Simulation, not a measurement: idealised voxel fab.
Documented hereafter: the process module known as voxel self aligned vias.
The cross-section on display is named cut; it measures 300 nm wide, and its cells are 5 nm squares.
For the purposes of this document, a cross-section shall be understood as a grid of square cells, specified as bands listed in top-to-bottom order, each band consisting of one or more rows of cells. The entry gives the band's vertical extent as a top height and a bottom height in nm, then its horizontal make-up as materials from left to right, each with a width in nm. "empty" stands for empty space; a single material marked "full width" fills the band edge to edge. Zero point of the height axis is 0; under it, received wafer = one material. Lowest band: continues down indefinitely, "0 nm and below". Note: "30..40" means the width goes from the first number (top row of the band) to the second number (bottom row) in equal steps per row of cells. For the purposes of this document, the phrase "no modification" attached to a step denotes that no cell within the cross-section was modified by that step. Empty spaces without an open route to the top, at least 8 cells in extent, make up the entry "Enclosed void entries"; each is given as width x height at distance, where the distance is measured from the left edge, and all are in nm. Past the settings on a step's line: simulator remark, on that step. overlay nm: where the mask lay relative to plan, measured to the right, on steps with a mask; negatives go left.

The steps planned for the process are as follows
1) RECEIVE | material Si
2) CONFORMAL_DEP | material SiO2 | thk nm 10
3) CONFORMAL_DEP | material SiCN | thk nm 5
4) DIRECTIONAL_DEP | material SiO2 | thk nm 20
5) MASKED_ETCH | tone open | mask id LINES | width nm 30 | pitch nm 70 | etch materials SiO2 | depth nm 20 | overlay nm 0
6) CONFORMAL_DEP | material TiN | thk nm 5
7) FILL_DEP | material Ru | thk nm 10
8) CMP | height nm 35
9) SELECTIVE_ETCH | etch materials W Ru TiN | depth nm 5
10) FILL_DEP | material SiN | thk nm 10
11) CMP | height nm 35
12) DIRECTIONAL_DEP | material SiO2 | thk nm 15
13) MASKED_ETCH | tone open | mask id VIAS | width nm 50 | etch materials SiO2 | depth nm 15 | overlay nm 0
14) MASKED_ETCH | tone open | mask id VIAS | width nm 50 | etch materials SiN | depth nm 5 | overlay nm 0
15) CONFORMAL_DEP | material TiN | thk nm 5
16) FILL_DEP | material W | thk nm 5
17) CMP | height nm 50
18) CONFORMAL_DEP | material SiCN | thk nm 5

Wafer at receipt (post step 1), cross-section
> 0 nm and below = Si full width
> Enclosed void entries: none

Cross-section: first of two wafers, module finished, run according to plan
> 55 nm to 50 nm = SiCN full width
> 50 nm to 40 nm = SiO2: 90 | TiN: 5 | W: 40 | TiN: 5 | SiO2: 160
> 40 nm to 35 nm = SiO2: 90 | TiN: 15 | W: 20 | TiN: 15 | SiO2: 160
> 35 nm to 30 nm = SiO2: 100 | TiN: 30 | SiO2: 40 | SiN: 30 | SiO2: 100
> 30 nm to 20 nm = SiO2: 100 | TiN: 5 | Ru: 20 | TiN: 5 | SiO2: 40 | TiN: 5 | Ru: 20 | TiN: 5 | SiO2: 100
> 20 nm to 15 nm = SiO2: 100 | TiN: 30 | SiO2: 40 | TiN: 30 | SiO2: 100
> 15 nm to 10 nm = SiCN full width
> 10 nm to 0 nm = SiO2 full width
> 0 nm and below = Si full width
> Enclosed void entries: none

Cross-sectional view of the second of two wafers upon completion of the module. This wafer shared its starting condition and process plan with the first; one error was made during its execution
> 55 nm to 50 nm = SiCN full width
> 50 nm to 40 nm = W: 85 | TiN: 5 | SiO2: 50 | TiN: 5 | W: 155
> 40 nm to 35 nm = TiN: 90 | SiO2: 50 | TiN: 160
> 35 nm to 30 nm = SiO2: 100 | SiN: 30 | SiO2: 40 | SiN: 30 | SiO2: 100
> 30 nm to 20 nm = SiO2: 100 | TiN: 5 | Ru: 20 | TiN: 5 | SiO2: 40 | TiN: 5 | Ru: 20 | TiN: 5 | SiO2: 100
> 20 nm to 15 nm = SiO2: 100 | TiN: 30 | SiO2: 40 | TiN: 30 | SiO2: 100
> 15 nm to 10 nm = SiCN full width
> 10 nm to 0 nm = SiO2 full width
> 0 nm and below = Si full width
> Enclosed void entries: none
What went wrong in running the wafer? not per plan at step 13, really ran MASKED_ETCH | tone cover | mask id VIAS | width nm 50 | etch materials SiO2 | depth nm 15 | overlay nm 0
at the end the second wafer has, in cells: SiN +6, SiO2 -120, TiN +38, W +76
